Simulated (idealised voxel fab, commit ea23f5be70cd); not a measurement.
Process module heading - voxel capacitor over wiring
The cross-section on display is named cut; it measures 220 nm wide, and its cells are 5 nm squares.
For the purposes of this document, a cross-section shall be understood as a grid of square cells, specified as bands listed in top-to-bottom order, each band consisting of one or more rows of cells. What a band's entry tells you: where the top is and where the bottom is, as heights in nm, and after that what lies inside, material by material from left to right, each with its width in nm. Empty space is written as the word "blank", and a single material marked with the word "edge to edge" occupies the band from edge to edge. It should be noted that heights are counted from 0, beneath which the wafer as supplied is of one material throughout, and that the lowest band possesses no lower boundary but continues downward, as written in "0..down". The two numbers in a width such as "30 to 40" mark its ends across the band: the first belongs to the top row of cells, the second to the bottom row, and from each row to the next the width moves by the same amount. For the purposes of this document, the phrase "changes: none" attached to a step denotes that no cell within the cross-section was modified by that step. Under "Sealed void list" you'll find the enclosed gaps, the ones with no way out to the top, that are 8 cells or bigger; each reads width x height at distance, with distance counted from the left edge, everything in nm. The remark found on a step's line after its settings is issued by the simulator itself and pertains to that step. Regarding "overlay nm": on a step with a mask, it is the distance the mask lay to the right of its planned place; a negative value places it to the left.
[The process steps that were planned are listed below]
1) op RECEIVE | material Si
2) op CONFORMAL_DEP | material SiO2 | thk nm 15
3) op CONFORMAL_DEP | material SiCN | thk nm 5
4) op DIRECTIONAL_DEP | material SiO2 | thk nm 20
5) op DIRECTIONAL_DEP | material aC | thk nm 10
6) op PATTERN | tone open | mask id METAL_1 | material resist | width nm 25 | pitch nm 75 | thk nm 25 | overlay nm 0
7) op DIRECTIONAL_ETCH | etch materials aC | depth nm 10
8) op STRIP | etch materials resist
9) op DIRECTIONAL_ETCH | etch materials SiO2 | depth nm 20
10) op DIRECTIONAL_ETCH | etch materials SiCN | depth nm 5
11) op STRIP | etch materials aC
12) op CONFORMAL_DEP | material TiN | thk nm 5
13) op FILL_DEP | material Ru | thk nm 10
14) op CMP | height nm 40
15) op EPI | material Ru | thk nm 5
16) op FILL_DEP | material SiCN | thk nm 5
17) op DIRECTIONAL_DEP | material lowk | thk nm 10
18) op PATTERN | tone open | mask id PLUG_1 | material resist | width nm 15 | thk nm 20 | overlay nm 0
19) op DIRECTIONAL_ETCH | etch materials lowk | depth nm 10
20) op DIRECTIONAL_ETCH | etch materials SiCN | depth nm 5
21) op STRIP | etch materials resist
22) op EPI | material Ru | thk nm 10
23) op EPI | material Ru | thk nm 5
24) op DIRECTIONAL_DEP | material TiN | thk nm 10
25) op DIRECTIONAL_DEP | material HfO2 | thk nm 5
26) op DIRECTIONAL_DEP | material TiN | thk nm 10
27) op DIRECTIONAL_DEP | material aC | thk nm 10
28) op PATTERN | tone cover | mask id UPPER_PLATE | material resist | width nm 55 | thk nm 30 | overlay nm 0
29) op DIRECTIONAL_ETCH | etch materials aC | depth nm 10
30) op STRIP | etch materials resist
31) op DIRECTIONAL_ETCH | etch materials TiN | depth nm 10
32) op DIRECTIONAL_ETCH | etch materials HfO2 | depth nm 5
33) op STRIP | etch materials aC
34) op DIRECTIONAL_DEP | material aC | thk nm 10
35) op PATTERN | tone cover | mask id LOWER_PLATE | material resist | width nm 65 | thk nm 25 | overlay nm 0
36) op DIRECTIONAL_ETCH | etch materials aC | depth nm 10
37) op STRIP | etch materials resist
38) op DIRECTIONAL_ETCH | etch materials TiN | depth nm 10
39) op STRIP | etch materials aC
40) op FILL_DEP | material SiO2 | thk nm 20
41) op CMP | height nm 100
42) op MASKED_ETCH | tone open | mask id PLUG_2 | width nm 15 | etch materials SiO2 | depth nm 15 | overlay nm 0
43) op CONFORMAL_DEP | material TiN | thk nm 5
44) op FILL_DEP | material Cu | thk nm 5
45) op CMP | height nm 100
46) op CONFORMAL_DEP | material SiN | thk nm 5
[Wafer cross-section on receipt, i.e. after step 1]
- 0..down = Si edge to edge
- Sealed void list: none
[Cross-section at module end, one run error; start and plan unchanged from above]
- 105..100 = SiN edge to edge
- 100..90 = SiO2 (80), TiN (5), Cu (5), TiN (5), SiO2 (125)
- 90..85 = SiO2 (80), TiN (15), SiO2 (125)
- 85..75 = SiO2 (70), TiN (35), SiO2 (10), TiN (10), SiO2 (95)
- 75..70 = SiO2 (70), HfO2 (35), SiO2 (10), HfO2 (10), SiO2 (95)
- 70..60 = SiO2 (65), TiN (65), SiO2 (90)
- 60..55 = SiO2 (40), Ru (65), HfO2 (10), Ru (65), SiO2 (40)
- 55..45 = SiO2 (40), Ru (65), TiN (10), Ru (65), SiO2 (40)
- 45..40 = SiCN (55), Ru (35), SiCN (40), Ru (35), SiCN (55)
- 40..20 = SiO2 (60), TiN (5), Ru (15), TiN (5), SiO2 (50), TiN (5), Ru (15), TiN (5), SiO2 (60)
- 20..15 = SiCN (60), TiN (25), SiCN (50), TiN (25), SiCN (60)
- 15..0 = SiO2 edge to edge
- 0..down = Si edge to edge
- Sealed void list: none
Error vs. plan: step 18 was left out
